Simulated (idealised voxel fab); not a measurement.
The process module that follows is named voxel transistor to metal.
FYI the section here is cut, 265 nm wide, cells are 5 nm squares.
This document writes a cross-section as a grid whose cells are square, and gives it as bands, listed from the top down; one or more rows of cells form a band. Band entry format. Leading values: height of top, height of bottom, nm. Remainder: materials in left-to-right order, each with its width in nm. Special words: "all across" on a single material, which then fills the band edge to edge; "empty", empty space. Height reference: 0 = level under which incoming wafer is all one material. Lowest band: no bottom, runs on downward, e.g. "from 0 down". Graded width ("30..40"): value in top row of band = first number; value in bottom row = second number; row-to-row change constant. Step note "everything unchanged" = no cross-section cell changed. For the entry "Closed void inventory", the listed items are empty spaces with no open way to the top whose size is 8 cells or more; each item follows the pattern width x height at distance, where distance is from the left edge and all three are in nm. On each step's line, the part that comes after the settings is the simulator's own comment on the step. You can add "overlay nm" to a step's line. For a step with a mask, it describes how far the mask lay to the right of its planned position, and a negative number describes a lay to the left.
[Below is the list of planned process steps]
step 1: RECEIVE,material Si
step 2: OXIDIZE,depth nm 5
step 3: CONFORMAL_DEP,material SiN,thk nm 15
step 4: PATTERN,tone cover,mask id ACTIVE,material resist,width nm 105,pitch nm 130,thk nm 20,overlay nm 0
step 5: DIRECTIONAL_ETCH,etch materials SiN,depth nm 15
step 6: DIRECTIONAL_ETCH,etch materials SiO2,depth nm 5
step 7: DIRECTIONAL_ETCH,etch materials Si,depth nm 25
step 8: STRIP,etch materials resist
step 9: OXIDIZE,depth nm 5
step 10: FILL_DEP,material SiO2,thk nm 15
step 11: CMP,height nm 15
step 12: SELECTIVE_ETCH,etch materials SiO2,depth nm 10
step 13: STRIP,etch materials SiN
step 14: SELECTIVE_ETCH,etch materials SiO2,depth nm 5
step 15: OXIDIZE,depth nm 5
step 16: DIRECTIONAL_DEP,material polySi,thk nm 25
step 17: DIRECTIONAL_DEP,material SiCN,thk nm 10
step 18: MASKED_ETCH,tone cover,mask id GATE,width nm 25,pitch nm 130,etch materials SiCN,depth nm 20,overlay nm 0
step 19: MASKED_ETCH,tone cover,mask id GATE,width nm 25,pitch nm 130,etch materials polySi,depth nm 35,overlay nm 0
step 20: CONFORMAL_DEP,material SiN,thk nm 5
step 21: DIRECTIONAL_ETCH,etch materials SiN,depth nm 5
step 22: DIRECTIONAL_ETCH,etch materials SiO2,depth nm 5
step 23: EPI,material nSi,thk nm 5
step 24: FILL_DEP,material SiO2,thk nm 5
step 25: CMP,height nm 30
step 26: DIRECTIONAL_DEP,material SiO2,thk nm 10
step 27: MASKED_ETCH,tone open,mask id CONTACT,width nm 15,etch materials SiO2,depth nm 45,overlay nm 0
step 28: CONFORMAL_DEP,material TiN,thk nm 5
step 29: FILL_DEP,material Ru,thk nm 10
step 30: CMP,height nm 40
step 31: CONFORMAL_DEP,material SiN,thk nm 5
step 32: DIRECTIONAL_DEP,material SiO2,thk nm 25
step 33: MASKED_ETCH,tone open,mask id METAL_1,width nm 15,etch materials SiO2,depth nm 25,overlay nm 0
step 34: MASKED_ETCH,tone open,mask id METAL_1,width nm 15,etch materials SiN,depth nm 5,overlay nm 0
step 35: CONFORMAL_DEP,material TiN,thk nm 5
step 36: FILL_DEP,material Ru,thk nm 10
step 37: CMP,height nm 70
step 38: EPI,material Ru,thk nm 5
step 39: FILL_DEP,material SiCN,thk nm 5
[On the first of the two wafers: run conducted according to plan]
[Cross-section, incoming material, after step 1]
> from 0 down  Si all across
> Closed void inventory: none
[State of the wafer after step 2, shown in cross-section]
> from 0 to -5  SiO2 all across
> Below -5, no change.
[State of the wafer after step 3, shown in cross-section]
> from 15 to 0  SiN all across
> Below 0, no change.
[State of the wafer after step 4, shown in cross-section]
> from 35 to 15  15 nm empty | 105 nm resist | 25 nm empty | 105 nm resist | 15 nm empty
> Below 15, no change.
[State of the wafer after step 5, shown in cross-section]
> from 35 to 15  15 nm empty | 105 nm resist | 25 nm empty | 105 nm resist | 15 nm empty
> from 15 to 0  15 nm empty | 105 nm SiN | 25 nm empty | 105 nm SiN | 15 nm empty
> Below 0, no change.
[State of the wafer after step 6, shown in cross-section]
> from 35 to 15  15 nm empty | 105 nm resist | 25 nm empty | 105 nm resist | 15 nm empty
> from 15 to 0  15 nm empty | 105 nm SiN | 25 nm empty | 105 nm SiN | 15 nm empty
> from 0 to -5  15 nm empty | 105 nm SiO2 | 25 nm empty | 105 nm SiO2 | 15 nm empty
> Below -5, no change.
[State of the wafer after step 7, shown in cross-section]
> from 35 to 15  15 nm empty | 105 nm resist | 25 nm empty | 105 nm resist | 15 nm empty
> from 15 to 0  15 nm empty | 105 nm SiN | 25 nm empty | 105 nm SiN | 15 nm empty
> from 0 to -5  15 nm empty | 105 nm SiO2 | 25 nm empty | 105 nm SiO2 | 15 nm empty
> from -5 to -30  15 nm empty | 105 nm Si | 25 nm empty | 105 nm Si | 15 nm empty
> Below -30, no change.
[State of the wafer after step 8, shown in cross-section]
> from 15 to 0  15 nm empty | 105 nm SiN | 25 nm empty | 105 nm SiN | 15 nm empty
> Below 0, no change.
[State of the wafer after step 9, shown in cross-section]
> from 15 to 0  15 nm empty | 105 nm SiN | 25 nm empty | 105 nm SiN | 15 nm empty
> from 0 to -5  15 nm empty | 105 nm SiO2 | 25 nm empty | 105 nm SiO2 | 15 nm empty
> from -5 to -30  15 nm empty | 5 nm SiO2 | 95 nm Si | 5 nm SiO2 | 25 nm empty | 5 nm SiO2 | 95 nm Si | 5 nm SiO2 | 15 nm empty
> from -30 to -35  20 nm SiO2 | 95 nm Si | 35 nm SiO2 | 95 nm Si | 20 nm SiO2
> Below -35, no change.
[State of the wafer after step 10, shown in cross-section]
> from 30 to 15  SiO2 all across
> from 15 to 0  15 nm SiO2 | 105 nm SiN | 25 nm SiO2 | 105 nm SiN | 15 nm SiO2
> from 0 to -5  SiO2 all across
> from -5 to -35  20 nm SiO2 | 95 nm Si | 35 nm SiO2 | 95 nm Si | 20 nm SiO2
> Below -35, no change.
[State of the wafer after step 11, shown in cross-section]
> from 15 to 0  15 nm SiO2 | 105 nm SiN | 25 nm SiO2 | 105 nm SiN | 15 nm SiO2
> Below 0, no change.
[State of the wafer after step 12, shown in cross-section]
> from 15 to 5  15 nm empty | 105 nm SiN | 25 nm empty | 105 nm SiN | 15 nm empty
> Below 5, no change.
[State of the wafer after step 13, shown in cross-section]
> from 5 to 0  15 nm SiO2 | 105 nm empty | 25 nm SiO2 | 105 nm empty | 15 nm SiO2
> Below 0, no change.
[State of the wafer after step 14, shown in cross-section]
> from 0 to -5  10 nm SiO2 | 115 nm empty | 15 nm SiO2 | 115 nm empty | 10 nm SiO2
> Below -5, no change.
[State of the wafer after step 15, shown in cross-section]
> from 0 to -5  10 nm SiO2 | 115 nm empty | 15 nm SiO2 | 115 nm empty | 10 nm SiO2
> from -5 to -10  SiO2 all across
> Below -10, no change.
[State of the wafer after step 16, shown in cross-section]
> from 25 to 20  10 nm polySi | 115 nm empty | 15 nm polySi | 115 nm empty | 10 nm polySi
> from 20 to 0  polySi all across
> from 0 to -5  10 nm SiO2 | 115 nm polySi | 15 nm SiO2 | 115 nm polySi | 10 nm SiO2
> Below -5, no change.
[State of the wafer after step 17, shown in cross-section]
> from 35 to 30  10 nm SiCN | 115 nm empty | 15 nm SiCN | 115 nm empty | 10 nm SiCN
> from 30 to 25  SiCN all across
> from 25 to 20  10 nm polySi | 115 nm SiCN | 15 nm polySi | 115 nm SiCN | 10 nm polySi
> Below 20, no change.
[State of the wafer after step 18, shown in cross-section]
> from 30 to 25  55 nm empty | 25 nm SiCN | 105 nm empty | 25 nm SiCN | 55 nm empty
> from 25 to 20  10 nm polySi | 45 nm empty | 25 nm SiCN | 45 nm empty | 15 nm polySi | 45 nm empty | 25 nm SiCN | 45 nm empty | 10 nm polySi
> Below 20, no change.
[State of the wafer after step 19, shown in cross-section]
> from 30 to 20  55 nm empty | 25 nm SiCN | 105 nm empty | 25 nm SiCN | 55 nm empty
> from 20 to 0  55 nm empty | 25 nm polySi | 105 nm empty | 25 nm polySi | 55 nm empty
> from 0 to -5  10 nm SiO2 | 45 nm empty | 25 nm polySi | 45 nm empty | 15 nm SiO2 | 45 nm empty | 25 nm polySi | 45 nm empty | 10 nm SiO2
> Below -5, no change.
[State of the wafer after step 20, shown in cross-section]
> from 35 to 30  50 nm empty | 35 nm SiN | 95 nm empty | 35 nm SiN | 50 nm empty
> from 30 to 20  50 nm empty | 5 nm SiN | 25 nm SiCN | 5 nm SiN | 95 nm empty | 5 nm SiN | 25 nm SiCN | 5 nm SiN | 50 nm empty
> from 20 to 5  50 nm empty | 5 nm SiN | 25 nm polySi | 5 nm SiN | 95 nm empty | 5 nm SiN | 25 nm polySi | 5 nm SiN | 50 nm empty
> from 5 to 0  15 nm SiN | 35 nm empty | 5 nm SiN | 25 nm polySi | 5 nm SiN | 35 nm empty | 25 nm SiN | 35 nm empty | 5 nm SiN | 25 nm polySi | 5 nm SiN | 35 nm empty | 15 nm SiN
> from 0 to -5  10 nm SiO2 | 45 nm SiN | 25 nm polySi | 45 nm SiN | 15 nm SiO2 | 45 nm SiN | 25 nm polySi | 45 nm SiN | 10 nm SiO2
> Below -5, no change.
[State of the wafer after step 21, shown in cross-section]
> from 30 to 20  50 nm empty | 5 nm SiN | 25 nm SiCN | 5 nm SiN | 95 nm empty | 5 nm SiN | 25 nm SiCN | 5 nm SiN | 50 nm empty
> from 20 to 0  50 nm empty | 5 nm SiN | 25 nm polySi | 5 nm SiN | 95 nm empty | 5 nm SiN | 25 nm polySi | 5 nm SiN | 50 nm empty
> from 0 to -5  10 nm SiO2 | 5 nm SiN | 35 nm empty | 5 nm SiN | 25 nm polySi | 5 nm SiN | 35 nm empty | 5 nm SiN | 15 nm SiO2 | 5 nm SiN | 35 nm empty | 5 nm SiN | 25 nm polySi | 5 nm SiN | 35 nm empty | 5 nm SiN | 10 nm SiO2
> Below -5, no change.
[State of the wafer after step 22, shown in cross-section]
> from 30 to 20  50 nm empty | 5 nm SiN | 25 nm SiCN | 5 nm SiN | 95 nm empty | 5 nm SiN | 25 nm SiCN | 5 nm SiN | 50 nm empty
> from 20 to 0  50 nm empty | 5 nm SiN | 25 nm polySi | 5 nm SiN | 95 nm empty | 5 nm SiN | 25 nm polySi | 5 nm SiN | 50 nm empty
> from 0 to -5  10 nm empty | 5 nm SiN | 35 nm empty | 5 nm SiN | 25 nm polySi | 5 nm SiN | 35 nm empty | 5 nm SiN | 15 nm empty | 5 nm SiN | 35 nm empty | 5 nm SiN | 25 nm polySi | 5 nm SiN | 35 nm empty | 5 nm SiN | 10 nm empty
> from -5 to -10  15 nm SiO2 | 35 nm empty | 35 nm SiO2 | 35 nm empty | 25 nm SiO2 | 35 nm empty | 35 nm SiO2 | 35 nm empty | 15 nm SiO2
> Below -10, no change.
[State of the wafer after step 23, shown in cross-section]
> from 30 to 20  50 nm empty | 5 nm SiN | 25 nm SiCN | 5 nm SiN | 95 nm empty | 5 nm SiN | 25 nm SiCN | 5 nm SiN | 50 nm empty
> from 20 to 0  50 nm empty | 5 nm SiN | 25 nm polySi | 5 nm SiN | 95 nm empty | 5 nm SiN | 25 nm polySi | 5 nm SiN | 50 nm empty
> from 0 to -5  10 nm empty | 5 nm SiN | 35 nm empty | 5 nm SiN | 25 nm polySi | 5 nm SiN | 35 nm empty | 5 nm SiN | 15 nm empty | 5 nm SiN | 35 nm empty | 5 nm SiN | 25 nm polySi | 5 nm SiN | 35 nm empty | 5 nm SiN | 10 nm empty
> from -5 to -10  15 nm SiO2 | 35 nm nSi | 35 nm SiO2 | 35 nm nSi | 25 nm SiO2 | 35 nm nSi | 35 nm SiO2 | 35 nm nSi | 15 nm SiO2
> Below -10, no change.
[State of the wafer after step 24, shown in cross-section]
> from 35 to 30  SiO2 all across
> from 30 to 20  50 nm SiO2 | 5 nm SiN | 25 nm SiCN | 5 nm SiN | 95 nm SiO2 | 5 nm SiN | 25 nm SiCN | 5 nm SiN | 50 nm SiO2
> from 20 to 0  50 nm SiO2 | 5 nm SiN | 25 nm polySi | 5 nm SiN | 95 nm SiO2 | 5 nm SiN | 25 nm polySi | 5 nm SiN | 50 nm SiO2
> from 0 to -5  10 nm SiO2 | 5 nm SiN | 35 nm SiO2 | 5 nm SiN | 25 nm polySi | 5 nm SiN | 35 nm SiO2 | 5 nm SiN | 15 nm SiO2 | 5 nm SiN | 35 nm SiO2 | 5 nm SiN | 25 nm polySi | 5 nm SiN | 35 nm SiO2 | 5 nm SiN | 10 nm SiO2
> Below -5, no change.
[State of the wafer after step 25, shown in cross-section]
> from 30 to 20  50 nm SiO2 | 5 nm SiN | 25 nm SiCN | 5 nm SiN | 95 nm SiO2 | 5 nm SiN | 25 nm SiCN | 5 nm SiN | 50 nm SiO2
> Below 20, no change.
[State of the wafer after step 26, shown in cross-section]
> from 40 to 30  SiO2 all across
> Below 30, no change.
[State of the wafer after step 27, shown in cross-section]
> from 40 to 30  25 nm SiO2 | 15 nm empty | 55 nm SiO2 | 15 nm empty | 45 nm SiO2 | 15 nm empty | 55 nm SiO2 | 15 nm empty | 25 nm SiO2
> from 30 to 20  25 nm SiO2 | 15 nm empty | 10 nm SiO2 | 5 nm SiN | 25 nm SiCN | 5 nm SiN | 10 nm SiO2 | 15 nm empty | 45 nm SiO2 | 15 nm empty | 10 nm SiO2 | 5 nm SiN | 25 nm SiCN | 5 nm SiN | 10 nm SiO2 | 15 nm empty | 25 nm SiO2
> from 20 to 0  25 nm SiO2 | 15 nm empty | 10 nm SiO2 | 5 nm SiN | 25 nm polySi | 5 nm SiN | 10 nm SiO2 | 15 nm empty | 45 nm SiO2 | 15 nm empty | 10 nm SiO2 | 5 nm SiN | 25 nm polySi | 5 nm SiN | 10 nm SiO2 | 15 nm empty | 25 nm SiO2
> from 0 to -5  10 nm SiO2 | 5 nm SiN | 10 nm SiO2 | 15 nm empty | 10 nm SiO2 | 5 nm SiN | 25 nm polySi | 5 nm SiN | 10 nm SiO2 | 15 nm empty | 10 nm SiO2 | 5 nm SiN | 15 nm SiO2 | 5 nm SiN | 10 nm SiO2 | 15 nm empty | 10 nm SiO2 | 5 nm SiN | 25 nm polySi | 5 nm SiN | 10 nm SiO2 | 15 nm empty | 10 nm SiO2 | 5 nm SiN | 10 nm SiO2
> Below -5, no change.
[State of the wafer after step 28, shown in cross-section]
> from 45 to 40  30 nm TiN | 5 nm empty | 65 nm TiN | 5 nm empty | 55 nm TiN | 5 nm empty | 65 nm TiN | 5 nm empty | 30 nm TiN
> from 40 to 30  25 nm SiO2 | 5 nm TiN | 5 nm empty | 5 nm TiN | 55 nm SiO2 | 5 nm TiN | 5 nm empty | 5 nm TiN | 45 nm SiO2 | 5 nm TiN | 5 nm empty | 5 nm TiN | 55 nm SiO2 | 5 nm TiN | 5 nm empty | 5 nm TiN | 25 nm SiO2
> from 30 to 20  25 nm SiO2 | 5 nm TiN | 5 nm empty | 5 nm TiN | 10 nm SiO2 | 5 nm SiN | 25 nm SiCN | 5 nm SiN | 10 nm SiO2 | 5 nm TiN | 5 nm empty | 5 nm TiN | 45 nm SiO2 | 5 nm TiN | 5 nm empty | 5 nm TiN | 10 nm SiO2 | 5 nm SiN | 25 nm SiCN | 5 nm SiN | 10 nm SiO2 | 5 nm TiN | 5 nm empty | 5 nm TiN | 25 nm SiO2
> from 20 to 0  25 nm SiO2 | 5 nm TiN | 5 nm empty | 5 nm TiN | 10 nm SiO2 | 5 nm SiN | 25 nm polySi | 5 nm SiN | 10 nm SiO2 | 5 nm TiN | 5 nm empty | 5 nm TiN | 45 nm SiO2 | 5 nm TiN | 5 nm empty | 5 nm TiN | 10 nm SiO2 | 5 nm SiN | 25 nm polySi | 5 nm SiN | 10 nm SiO2 | 5 nm TiN | 5 nm empty | 5 nm TiN | 25 nm SiO2
> from 0 to -5  10 nm SiO2 | 5 nm SiN | 10 nm SiO2 | 15 nm TiN | 10 nm SiO2 | 5 nm SiN | 25 nm polySi | 5 nm SiN | 10 nm SiO2 | 15 nm TiN | 10 nm SiO2 | 5 nm SiN | 15 nm SiO2 | 5 nm SiN | 10 nm SiO2 | 15 nm TiN | 10 nm SiO2 | 5 nm SiN | 25 nm polySi | 5 nm SiN | 10 nm SiO2 | 15 nm TiN | 10 nm SiO2 | 5 nm SiN | 10 nm SiO2
> Below -5, no change.
[State of the wafer after step 29, shown in cross-section]
> from 55 to 45  Ru all across
> from 45 to 40  30 nm TiN | 5 nm Ru | 65 nm TiN | 5 nm Ru | 55 nm TiN | 5 nm Ru | 65 nm TiN | 5 nm Ru | 30 nm TiN
> from 40 to 30  25 nm SiO2 | 5 nm TiN | 5 nm Ru | 5 nm TiN | 55 nm SiO2 | 5 nm TiN | 5 nm Ru | 5 nm TiN | 45 nm SiO2 | 5 nm TiN | 5 nm Ru | 5 nm TiN | 55 nm SiO2 | 5 nm TiN | 5 nm Ru | 5 nm TiN | 25 nm SiO2
> from 30 to 20  25 nm SiO2 | 5 nm TiN | 5 nm Ru | 5 nm TiN | 10 nm SiO2 | 5 nm SiN | 25 nm SiCN | 5 nm SiN | 10 nm SiO2 | 5 nm TiN | 5 nm Ru | 5 nm TiN | 45 nm SiO2 | 5 nm TiN | 5 nm Ru | 5 nm TiN | 10 nm SiO2 | 5 nm SiN | 25 nm SiCN | 5 nm SiN | 10 nm SiO2 | 5 nm TiN | 5 nm Ru | 5 nm TiN | 25 nm SiO2
> from 20 to 0  25 nm SiO2 | 5 nm TiN | 5 nm Ru | 5 nm TiN | 10 nm SiO2 | 5 nm SiN | 25 nm polySi | 5 nm SiN | 10 nm SiO2 | 5 nm TiN | 5 nm Ru | 5 nm TiN | 45 nm SiO2 | 5 nm TiN | 5 nm Ru | 5 nm TiN | 10 nm SiO2 | 5 nm SiN | 25 nm polySi | 5 nm SiN | 10 nm SiO2 | 5 nm TiN | 5 nm Ru | 5 nm TiN | 25 nm SiO2
> Below 0, no change.
[State of the wafer after step 30, shown in cross-section]
> from 40 to 30  25 nm SiO2 | 5 nm TiN | 5 nm Ru | 5 nm TiN | 55 nm SiO2 | 5 nm TiN | 5 nm Ru | 5 nm TiN | 45 nm SiO2 | 5 nm TiN | 5 nm Ru | 5 nm TiN | 55 nm SiO2 | 5 nm TiN | 5 nm Ru | 5 nm TiN | 25 nm SiO2
> Below 30, no change.
[State of the wafer after step 31, shown in cross-section]
> from 45 to 40  SiN all across
> Below 40, no change.
[State of the wafer after step 32, shown in cross-section]
> from 70 to 45  SiO2 all across
> Below 45, no change.
[State of the wafer after step 33, shown in cross-section]
> from 70 to 45  25 nm SiO2 | 15 nm empty | 55 nm SiO2 | 15 nm empty | 45 nm SiO2 | 15 nm empty | 55 nm SiO2 | 15 nm empty | 25 nm SiO2
> Below 45, no change.
[State of the wafer after step 34, shown in cross-section]
> from 70 to 45  25 nm SiO2 | 15 nm empty | 55 nm SiO2 | 15 nm empty | 45 nm SiO2 | 15 nm empty | 55 nm SiO2 | 15 nm empty | 25 nm SiO2
> from 45 to 40  25 nm SiN | 15 nm empty | 55 nm SiN | 15 nm empty | 45 nm SiN | 15 nm empty | 55 nm SiN | 15 nm empty | 25 nm SiN
> Below 40, no change.
[State of the wafer after step 35, shown in cross-section]
> from 75 to 70  30 nm TiN | 5 nm empty | 65 nm TiN | 5 nm empty | 55 nm TiN | 5 nm empty | 65 nm TiN | 5 nm empty | 30 nm TiN
> from 70 to 45  25 nm SiO2 | 5 nm TiN | 5 nm empty | 5 nm TiN | 55 nm SiO2 | 5 nm TiN | 5 nm empty | 5 nm TiN | 45 nm SiO2 | 5 nm TiN | 5 nm empty | 5 nm TiN | 55 nm SiO2 | 5 nm TiN | 5 nm empty | 5 nm TiN | 25 nm SiO2
> from 45 to 40  25 nm SiN | 15 nm TiN | 55 nm SiN | 15 nm TiN | 45 nm SiN | 15 nm TiN | 55 nm SiN | 15 nm TiN | 25 nm SiN
> Below 40, no change.
[State of the wafer after step 36, shown in cross-section]
> from 85 to 75  Ru all across
> from 75 to 70  30 nm TiN | 5 nm Ru | 65 nm TiN | 5 nm Ru | 55 nm TiN | 5 nm Ru | 65 nm TiN | 5 nm Ru | 30 nm TiN
> from 70 to 45  25 nm SiO2 | 5 nm TiN | 5 nm Ru | 5 nm TiN | 55 nm SiO2 | 5 nm TiN | 5 nm Ru | 5 nm TiN | 45 nm SiO2 | 5 nm TiN | 5 nm Ru | 5 nm TiN | 55 nm SiO2 | 5 nm TiN | 5 nm Ru | 5 nm TiN | 25 nm SiO2
> Below 45, no change.
[State of the wafer after step 37, shown in cross-section]
> from 70 to 45  25 nm SiO2 | 5 nm TiN | 5 nm Ru | 5 nm TiN | 55 nm SiO2 | 5 nm TiN | 5 nm Ru | 5 nm TiN | 45 nm SiO2 | 5 nm TiN | 5 nm Ru | 5 nm TiN | 55 nm SiO2 | 5 nm TiN | 5 nm Ru | 5 nm TiN | 25 nm SiO2
> Below 45, no change.
[State of the wafer after step 38, shown in cross-section]
> from 75 to 70  20 nm empty | 25 nm Ru | 45 nm empty | 25 nm Ru | 35 nm empty | 25 nm Ru | 45 nm empty | 25 nm Ru | 20 nm empty
> Below 70, no change.
[State of the wafer after step 39, shown in cross-section]
> from 80 to 75  SiCN all across
> from 75 to 70  20 nm SiCN | 25 nm Ru | 45 nm SiCN | 25 nm Ru | 35 nm SiCN | 25 nm Ru | 45 nm SiCN | 25 nm Ru | 20 nm SiCN
> Below 70, no change.
[Second wafer, same starting conditions and recipe as the first, one mistake in executing it, nothing differs from the first up to and including step 30]
[Second wafer, sectioned view, at step 31's planned end time]
> from 65 to 40  SiO2 all across
> Below 40, no change.
[Second wafer, sectioned view, at step 32's planned end time]
> from 70 to 65  SiN all across
> Below 65, no change.
Second wafer, sectioned view, at step 33's planned end time: everything unchanged
[Second wafer, sectioned view, at step 34's planned end time]
> from 70 to 65  25 nm SiN | 15 nm empty | 55 nm SiN | 15 nm empty | 45 nm SiN | 15 nm empty | 55 nm SiN | 15 nm empty | 25 nm SiN
> Below 65, no change.
[Second wafer, sectioned view, at step 35's planned end time]
> from 75 to 70  30 nm TiN | 5 nm empty | 65 nm TiN | 5 nm empty | 55 nm TiN | 5 nm empty | 65 nm TiN | 5 nm empty | 30 nm TiN
> from 70 to 65  25 nm SiN | 15 nm TiN | 55 nm SiN | 15 nm TiN | 45 nm SiN | 15 nm TiN | 55 nm SiN | 15 nm TiN | 25 nm SiN
> Below 65, no change.
[Second wafer, sectioned view, at step 36's planned end time]
> from 85 to 75  Ru all across
> from 75 to 70  30 nm TiN | 5 nm Ru | 65 nm TiN | 5 nm Ru | 55 nm TiN | 5 nm Ru | 65 nm TiN | 5 nm Ru | 30 nm TiN
> Below 70, no change.
[Second wafer, sectioned view, at step 37's planned end time]
> from 70 to 65  25 nm SiN | 15 nm TiN | 55 nm SiN | 15 nm TiN | 45 nm SiN | 15 nm TiN | 55 nm SiN | 15 nm TiN | 25 nm SiN
> Below 65, no change.
[Second wafer, sectioned view, at step 38's planned end time]
> from 75 to 70  20 nm empty | 25 nm Ru | 45 nm empty | 25 nm Ru | 35 nm empty | 25 nm Ru | 45 nm empty | 25 nm Ru | 20 nm empty
> Below 70, no change.
[Second wafer, sectioned view, at step 39's planned end time]
> from 80 to 75  SiCN all across
> from 75 to 70  20 nm SiCN | 25 nm Ru | 45 nm SiCN | 25 nm Ru | 35 nm SiCN | 25 nm Ru | 45 nm SiCN | 25 nm Ru | 20 nm SiCN
> Below 70, no change.
Deviation noted in wafer processing: a sequencing error occurred in which plan steps 31 and 32 were transposed
At the finish, the second wafer shows more or fewer cells for some materials than the first does: Ru: 20 fewer; SiO2: 60 more; TiN: 40 fewer
